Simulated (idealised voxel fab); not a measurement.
This is a process module. Its name is voxel tone inversion.
cross-section cut | 145 nm wide | cells 5 nm
A cross-section is written here as square cells arranged in a grid, and it is given in bands from the top down, each band taking up one or more rows of cells.
Top height, bottom height, nm. Materials left to right, width each, nm. Single material + "edge to edge" = fills band edge to edge. "air" = empty.
Ref level 0: as-received wafer is one material below here. Bottom band extends down with no lower bound ("0 down").
Width "30 to 40": first value at the band's top row of cells, second value at its bottom row, equal change from row to row.
You'll sometimes find "no alterations made" written for a step, and that's the way of saying that nowhere in the cross-section did a cell change during that step.
"Closed internal cavities" enumerates empty spaces isolated from the top, with no open way to it, that contain at least 8 cells, giving each as width x height at distance from the left edge, all three in nm.
Formally, on a step line, whatever follows the settings is a remark that the simulator itself makes on the step.
overlay nm: for a step with a mask, the amount by which the mask lay right of where it was planned; a negative amount means left of it.
Here's what the planned process steps look like:
1. RECEIVE: material Si
2. CONFORMAL_DEP: material SiCN, thk nm 10
3. DIRECTIONAL_DEP: material polySi, thk nm 15
4. PATTERN: tone cover, mask id POSTS, material resist, width nm 20, pitch nm 40, thk nm 25, overlay nm -5
5. DIRECTIONAL_ETCH: etch materials polySi, depth nm 15
6. STRIP: etch materials resist
7. FILL_DEP: material lowk, thk nm 5
8. CMP: height nm 25
9. STRIP: etch materials polySi
10. CONFORMAL_DEP: material TiN, thk nm 5
11. FILL_DEP: material Cu, thk nm 10
12. CMP: height nm 25
13. CONFORMAL_DEP: material SiN, thk nm 5
Keep in mind the plan's value for the overlay nm of step 4 comes from the first wafer; the wafers don't share that setting, but they do share the same starting point.
Here's the first of the wafers in cross-section, just as we got it, i.e. after step 1:
0 down | Si edge to edge
Closed internal cavities: none
Module end state after final step 13: cross-section of the first of several wafers:
30 to 25 | SiN edge to edge
25 to 15 | lowk (15); TiN (5); Cu (10); TiN (5); lowk (20); TiN (5); Cu (10); TiN (5); lowk (20); TiN (5); Cu (10); TiN (5); lowk (30)
15 to 10 | lowk (15); TiN (20); lowk (20); TiN (20); lowk (20); TiN (20); lowk (30)
10 to 0 | SiCN edge to edge
0 down | Si edge to edge
Closed internal cavities: none
So this is the cross-section on the last wafer at the end of the module:
30 to 25 | SiN edge to edge
25 to 15 | lowk (30); TiN (5); Cu (10); TiN (5); lowk (20); TiN (5); Cu (10); TiN (5); lowk (20); TiN (5); Cu (10); TiN (5); lowk (15)
15 to 10 | lowk (30); TiN (20); lowk (20); TiN (20); lowk (20); TiN (20); lowk (15)
10 to 0 | SiCN edge to edge
0 down | Si edge to edge
Closed internal cavities: none
Below: a row per wafer. Contents at end of module: for every material, cells gained since receipt (+) or lost since receipt (-); then closed voids:
overlay nm -5; +12 Cu; +58 SiCN; +29 SiN; +24 TiN; +51 lowk; Closed internal cavities: none
overlay nm 0; +12 Cu; +58 SiCN; +29 SiN; +24 TiN; +51 lowk; Closed internal cavities: none
overlay nm 5; +12 Cu; +58 SiCN; +29 SiN; +24 TiN; +51 lowk; Closed internal cavities: none
overlay nm 10; +12 Cu; +58 SiCN; +29 SiN; +24 TiN; +51 lowk; Closed internal cavities: none
